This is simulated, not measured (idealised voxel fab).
Title: Process Module voxel capacitor over wiring
This is section cut - it's 300 nm across, gridded in 5 nm square cells.
We lay out every cross-section as a grid of square cells and spell it out in bands from the top down, where one band means one or more rows of cells.
Each band's line starts with the height of the band's top and of its bottom, in nm. Then come its materials from left to right, each with its width in nm. One material with "all across" fills the band from edge to edge. "blank" is empty space.
Ref level 0: as-received wafer is one material below here. Bottom band extends down with no lower bound ("top 0, no bottom").
The notation "30 to 40" denotes a width that varies across the rows of cells in the band, beginning at the first number in the top row, finishing at the second number in the bottom row, and changing by an identical amount from each row to the next.
A step reported as "nothing altered" is a step in which no cell of the cross-section changed.
Each empty space that has no open way to the top and spans at least 8 cells appears under "Enclosed internal voids" as width x height at distance, the distance counted from the left edge, all in nm.
Past the settings on a step's line: simulator remark, on that step.
Each step line may optionally specify "overlay nm", which for a step with a mask gives the rightward distance between the mask's planned place and where it lay, a negative value indicating the leftward direction.
The process steps that were planned are listed below
1 RECEIVE with material Si
2 CONFORMAL_DEP with material SiO2, thk nm 10
3 CONFORMAL_DEP with material SiN, thk nm 5
4 DIRECTIONAL_DEP with material SiO2, thk nm 25
5 DIRECTIONAL_DEP with material aC, thk nm 10
6 PATTERN with tone open, mask id METAL_1, material resist, width nm 30, pitch nm 85, thk nm 30, overlay nm 0
7 DIRECTIONAL_ETCH with etch materials aC, depth nm 10
8 STRIP with etch materials resist
9 DIRECTIONAL_ETCH with etch materials SiO2, depth nm 25
10 DIRECTIONAL_ETCH with etch materials SiN, depth nm 5
11 STRIP with etch materials aC
12 CONFORMAL_DEP with material TiN, thk nm 5
13 FILL_DEP with material Cu, thk nm 10
14 CMP with height nm 40
15 CONFORMAL_DEP with material SiCN, thk nm 5
16 DIRECTIONAL_DEP with material lowk, thk nm 20
17 MASKED_ETCH with tone open, mask id PLUG_1, width nm 15, etch materials lowk, depth nm 20, overlay nm 0
18 MASKED_ETCH with tone open, mask id PLUG_1, width nm 15, etch materials SiCN, depth nm 5, overlay nm 0
19 EPI with material Ru, thk nm 10
20 EPI with material Ru, thk nm 10
21 EPI with material Ru, thk nm 5
22 DIRECTIONAL_DEP with material TiN, thk nm 10
23 DIRECTIONAL_DEP with material SiN, thk nm 5
24 DIRECTIONAL_DEP with material TiN, thk nm 5
25 MASKED_ETCH with tone cover, mask id UPPER_PLATE, width nm 60, etch materials TiN, depth nm 5, overlay nm 0
26 MASKED_ETCH with tone cover, mask id UPPER_PLATE, width nm 60, etch materials SiN, depth nm 5, overlay nm 0
27 PATTERN with tone cover, mask id LOWER_PLATE, material resist, width nm 70, thk nm 15, overlay nm 0
28 DIRECTIONAL_ETCH with etch materials TiN, depth nm 10
29 STRIP with etch materials resist
30 FILL_DEP with material SiO2, thk nm 15
31 CMP with height nm 95
32 MASKED_ETCH with tone open, mask id PLUG_2, width nm 15, etch materials SiO2, depth nm 10, overlay nm 0
33 CONFORMAL_DEP with material TiN, thk nm 5
34 FILL_DEP with material W, thk nm 5
35 CMP with height nm 95
36 CONFORMAL_DEP with material SiCN, thk nm 5
First of two wafers: run as planned
As-received state of the wafer in cross-section, equivalent to post-step 1
top 0, no bottom  Si all across
Enclosed internal voids: none
The wafer, seen in cross-section, after step 2
top 10, bottom 0  SiO2 all across
Beneath the level 0, the cross-section is identical to its previous state.
The wafer, seen in cross-section, after step 3
top 15, bottom 10  SiN all across
Beneath the level 10, the cross-section is identical to its previous state.
The wafer, seen in cross-section, after step 4
top 40, bottom 15  SiO2 all across
Beneath the level 15, the cross-section is identical to its previous state.
The wafer, seen in cross-section, after step 5
top 50, bottom 40  aC all across
Beneath the level 40, the cross-section is identical to its previous state.
The wafer, seen in cross-section, after step 6
top 80, bottom 50  resist 90 nm, then blank 30 nm, then resist 55 nm, then blank 30 nm, then resist 95 nm
Beneath the level 50, the cross-section is identical to its previous state.
The wafer, seen in cross-section, after step 7
top 70, bottom 50  resist 90 nm, then blank 30 nm, then resist 55 nm, then blank 30 nm, then resist 95 nm
top 50, bottom 40  aC 90 nm, then blank 30 nm, then aC 55 nm, then blank 30 nm, then aC 95 nm
Beneath the level 40, the cross-section is identical to its previous state.
The wafer, seen in cross-section, after step 8
top 50, bottom 40  aC 90 nm, then blank 30 nm, then aC 55 nm, then blank 30 nm, then aC 95 nm
Beneath the level 40, the cross-section is identical to its previous state.
The wafer, seen in cross-section, after step 9
top 50, bottom 40  aC 90 nm, then blank 30 nm, then aC 55 nm, then blank 30 nm, then aC 95 nm
top 40, bottom 15  SiO2 90 nm, then blank 30 nm, then SiO2 55 nm, then blank 30 nm, then SiO2 95 nm
Beneath the level 15, the cross-section is identical to its previous state.
The wafer, seen in cross-section, after step 10
top 50, bottom 40  aC 90 nm, then blank 30 nm, then aC 55 nm, then blank 30 nm, then aC 95 nm
top 40, bottom 15  SiO2 90 nm, then blank 30 nm, then SiO2 55 nm, then blank 30 nm, then SiO2 95 nm
top 15, bottom 10  SiN 90 nm, then blank 30 nm, then SiN 55 nm, then blank 30 nm, then SiN 95 nm
Beneath the level 10, the cross-section is identical to its previous state.
The wafer, seen in cross-section, after step 11
top 40, bottom 15  SiO2 90 nm, then blank 30 nm, then SiO2 55 nm, then blank 30 nm, then SiO2 95 nm
Beneath the level 15, the cross-section is identical to its previous state.
The wafer, seen in cross-section, after step 12
top 45, bottom 40  TiN 95 nm, then blank 20 nm, then TiN 65 nm, then blank 20 nm, then TiN 100 nm
top 40, bottom 15  SiO2 90 nm, then TiN 5 nm, then blank 20 nm, then TiN 5 nm, then SiO2 55 nm, then TiN 5 nm, then blank 20 nm, then TiN 5 nm, then SiO2 95 nm
top 15, bottom 10  SiN 90 nm, then TiN 30 nm, then SiN 55 nm, then TiN 30 nm, then SiN 95 nm
Beneath the level 10, the cross-section is identical to its previous state.
The wafer, seen in cross-section, after step 13
top 55, bottom 45  Cu all across
top 45, bottom 40  TiN 95 nm, then Cu 20 nm, then TiN 65 nm, then Cu 20 nm, then TiN 100 nm
top 40, bottom 15  SiO2 90 nm, then TiN 5 nm, then Cu 20 nm, then TiN 5 nm, then SiO2 55 nm, then TiN 5 nm, then Cu 20 nm, then TiN 5 nm, then SiO2 95 nm
Beneath the level 15, the cross-section is identical to its previous state.
The wafer, seen in cross-section, after step 14
top 40, bottom 15  SiO2 90 nm, then TiN 5 nm, then Cu 20 nm, then TiN 5 nm, then SiO2 55 nm, then TiN 5 nm, then Cu 20 nm, then TiN 5 nm, then SiO2 95 nm
Beneath the level 15, the cross-section is identical to its previous state.
The wafer, seen in cross-section, after step 15
top 45, bottom 40  SiCN all across
Beneath the level 40, the cross-section is identical to its previous state.
The wafer, seen in cross-section, after step 16
top 65, bottom 45  lowk all across
Beneath the level 45, the cross-section is identical to its previous state.
The wafer, seen in cross-section, after step 17
top 65, bottom 45  lowk 105 nm, then blank 15 nm, then lowk 180 nm
Beneath the level 45, the cross-section is identical to its previous state.
The wafer, seen in cross-section, after step 18
top 65, bottom 45  lowk 105 nm, then blank 15 nm, then lowk 180 nm
top 45, bottom 40  SiCN 105 nm, then blank 15 nm, then SiCN 180 nm
Beneath the level 40, the cross-section is identical to its previous state.
The wafer, seen in cross-section, after step 19
top 65, bottom 50  lowk 105 nm, then blank 15 nm, then lowk 180 nm
top 50, bottom 45  lowk 105 nm, then Ru 15 nm, then lowk 180 nm
top 45, bottom 40  SiCN 105 nm, then Ru 15 nm, then SiCN 180 nm
Beneath the level 40, the cross-section is identical to its previous state.
The wafer, seen in cross-section, after step 20
top 65, bottom 60  lowk 105 nm, then blank 15 nm, then lowk 180 nm
top 60, bottom 45  lowk 105 nm, then Ru 15 nm, then lowk 180 nm
Beneath the level 45, the cross-section is identical to its previous state.
The wafer, seen in cross-section, after step 21
top 65, bottom 45  lowk 105 nm, then Ru 15 nm, then lowk 180 nm
Beneath the level 45, the cross-section is identical to its previous state.
The wafer, seen in cross-section, after step 22
top 75, bottom 65  TiN all across
Beneath the level 65, the cross-section is identical to its previous state.
The wafer, seen in cross-section, after step 23
top 80, bottom 75  SiN all across
Beneath the level 75, the cross-section is identical to its previous state.
The wafer, seen in cross-section, after step 24
top 85, bottom 80  TiN all across
Beneath the level 80, the cross-section is identical to its previous state.
The wafer, seen in cross-section, after step 25
top 85, bottom 80  blank 105 nm, then TiN 60 nm, then blank 135 nm
Beneath the level 80, the cross-section is identical to its previous state.
The wafer, seen in cross-section, after step 26
top 85, bottom 80  blank 105 nm, then TiN 60 nm, then blank 135 nm
top 80, bottom 75  blank 105 nm, then SiN 60 nm, then blank 135 nm
Beneath the level 75, the cross-section is identical to its previous state.
The wafer, seen in cross-section, after step 27
top 100, bottom 85  blank 100 nm, then resist 70 nm, then blank 130 nm
top 85, bottom 80  blank 100 nm, then resist 5 nm, then TiN 60 nm, then resist 5 nm, then blank 130 nm
top 80, bottom 75  blank 100 nm, then resist 5 nm, then SiN 60 nm, then resist 5 nm, then blank 130 nm
Beneath the level 75, the cross-section is identical to its previous state.
The wafer, seen in cross-section, after step 28
top 100, bottom 85  blank 100 nm, then resist 70 nm, then blank 130 nm
top 85, bottom 80  blank 100 nm, then resist 5 nm, then TiN 60 nm, then resist 5 nm, then blank 130 nm
top 80, bottom 75  blank 100 nm, then resist 5 nm, then SiN 60 nm, then resist 5 nm, then blank 130 nm
top 75, bottom 65  blank 100 nm, then TiN 70 nm, then blank 130 nm
Beneath the level 65, the cross-section is identical to its previous state.
The wafer, seen in cross-section, after step 29
top 85, bottom 80  blank 105 nm, then TiN 60 nm, then blank 135 nm
top 80, bottom 75  blank 105 nm, then SiN 60 nm, then blank 135 nm
Beneath the level 75, the cross-section is identical to its previous state.
The wafer, seen in cross-section, after step 30
top 100, bottom 85  SiO2 all across
top 85, bottom 80  SiO2 105 nm, then TiN 60 nm, then SiO2 135 nm
top 80, bottom 75  SiO2 105 nm, then SiN 60 nm, then SiO2 135 nm
top 75, bottom 65  SiO2 100 nm, then TiN 70 nm, then SiO2 130 nm
Beneath the level 65, the cross-section is identical to its previous state.
The wafer, seen in cross-section, after step 31
top 95, bottom 85  SiO2 all across
Beneath the level 85, the cross-section is identical to its previous state.
The wafer, seen in cross-section, after step 32
top 95, bottom 85  SiO2 115 nm, then blank 15 nm, then SiO2 170 nm
Beneath the level 85, the cross-section is identical to its previous state.
The wafer, seen in cross-section, after step 33
top 100, bottom 95  TiN 120 nm, then blank 5 nm, then TiN 175 nm
top 95, bottom 90  SiO2 115 nm, then TiN 5 nm, then blank 5 nm, then TiN 5 nm, then SiO2 170 nm
top 90, bottom 80  SiO2 115 to 105 nm, then TiN 15 to 60 nm, then SiO2 170 to 135 nm
Beneath the level 80, the cross-section is identical to its previous state.
The wafer, seen in cross-section, after step 34
top 105, bottom 100  W all across
top 100, bottom 95  TiN 120 nm, then W 5 nm, then TiN 175 nm
top 95, bottom 90  SiO2 115 nm, then TiN 5 nm, then W 5 nm, then TiN 5 nm, then SiO2 170 nm
Beneath the level 90, the cross-section is identical to its previous state.
The wafer, seen in cross-section, after step 35
top 95, bottom 90  SiO2 115 nm, then TiN 5 nm, then W 5 nm, then TiN 5 nm, then SiO2 170 nm
Beneath the level 90, the cross-section is identical to its previous state.
The wafer, seen in cross-section, after step 36
top 100, bottom 95  SiCN all across
Beneath the level 95, the cross-section is identical to its previous state.
Wafer two of the pair: same origin, same plan, one error during the run; identical to wafer one up to and including step 26
Here is the second wafer in cross-section at the point where step 27 of the plan should have been done
top 100, bottom 85  blank 90 nm, then resist 70 nm, then blank 140 nm
top 85, bottom 80  blank 90 nm, then resist 15 nm, then TiN 60 nm, then blank 135 nm
top 80, bottom 75  blank 90 nm, then resist 15 nm, then SiN 60 nm, then blank 135 nm
Beneath the level 75, the cross-section is identical to its previous state.
Here is the second wafer in cross-section at the point where step 28 of the plan should have been done
top 100, bottom 85  blank 90 nm, then resist 70 nm, then blank 140 nm
top 85, bottom 80  blank 90 nm, then resist 15 nm, then TiN 55 nm, then blank 140 nm
top 80, bottom 75  blank 90 nm, then resist 15 nm, then SiN 60 nm, then blank 135 nm
top 75, bottom 65  blank 90 nm, then TiN 75 nm, then blank 135 nm
Beneath the level 65, the cross-section is identical to its previous state.
Here is the second wafer in cross-section at the point where step 29 of the plan should have been done
top 85, bottom 80  blank 105 nm, then TiN 55 nm, then blank 140 nm
top 80, bottom 75  blank 105 nm, then SiN 60 nm, then blank 135 nm
Beneath the level 75, the cross-section is identical to its previous state.
Here is the second wafer in cross-section at the point where step 30 of the plan should have been done
top 100, bottom 85  SiO2 all across
top 85, bottom 80  SiO2 105 nm, then TiN 55 nm, then SiO2 140 nm
top 80, bottom 75  SiO2 105 nm, then SiN 60 nm, then SiO2 135 nm
top 75, bottom 65  SiO2 90 nm, then TiN 75 nm, then SiO2 135 nm
Beneath the level 65, the cross-section is identical to its previous state.
Here is the second wafer in cross-section at the point where step 31 of the plan should have been done
top 95, bottom 85  SiO2 all across
Beneath the level 85, the cross-section is identical to its previous state.
Here is the second wafer in cross-section at the point where step 32 of the plan should have been done
top 95, bottom 85  SiO2 115 nm, then blank 15 nm, then SiO2 170 nm
Beneath the level 85, the cross-section is identical to its previous state.
Here is the second wafer in cross-section at the point where step 33 of the plan should have been done
top 100, bottom 95  TiN 120 nm, then blank 5 nm, then TiN 175 nm
top 95, bottom 90  SiO2 115 nm, then TiN 5 nm, then blank 5 nm, then TiN 5 nm, then SiO2 170 nm
top 90, bottom 80  SiO2 115 to 105 nm, then TiN 15 to 55 nm, then SiO2 170 to 140 nm
Beneath the level 80, the cross-section is identical to its previous state.
Here is the second wafer in cross-section at the point where step 34 of the plan should have been done
top 105, bottom 100  W all across
top 100, bottom 95  TiN 120 nm, then W 5 nm, then TiN 175 nm
top 95, bottom 90  SiO2 115 nm, then TiN 5 nm, then W 5 nm, then TiN 5 nm, then SiO2 170 nm
Beneath the level 90, the cross-section is identical to its previous state.
Here is the second wafer in cross-section at the point where step 35 of the plan should have been done
top 95, bottom 90  SiO2 115 nm, then TiN 5 nm, then W 5 nm, then TiN 5 nm, then SiO2 170 nm
Beneath the level 90, the cross-section is identical to its previous state.
Here is the second wafer in cross-section at the point where step 36 of the plan should have been done
top 100, bottom 95  SiCN all across
Beneath the level 95, the cross-section is identical to its previous state.
Plan not followed: the process deviated at step 27: the operation and settings actually run there were PATTERN with tone cover, mask id LOWER_PLATE, material resist, width nm 70, thk nm 15, overlay nm -10
Once processing is complete, comparing cell counts shows that the second wafer has more or fewer of certain materials than the first: -1 SiO2 | +1 TiN
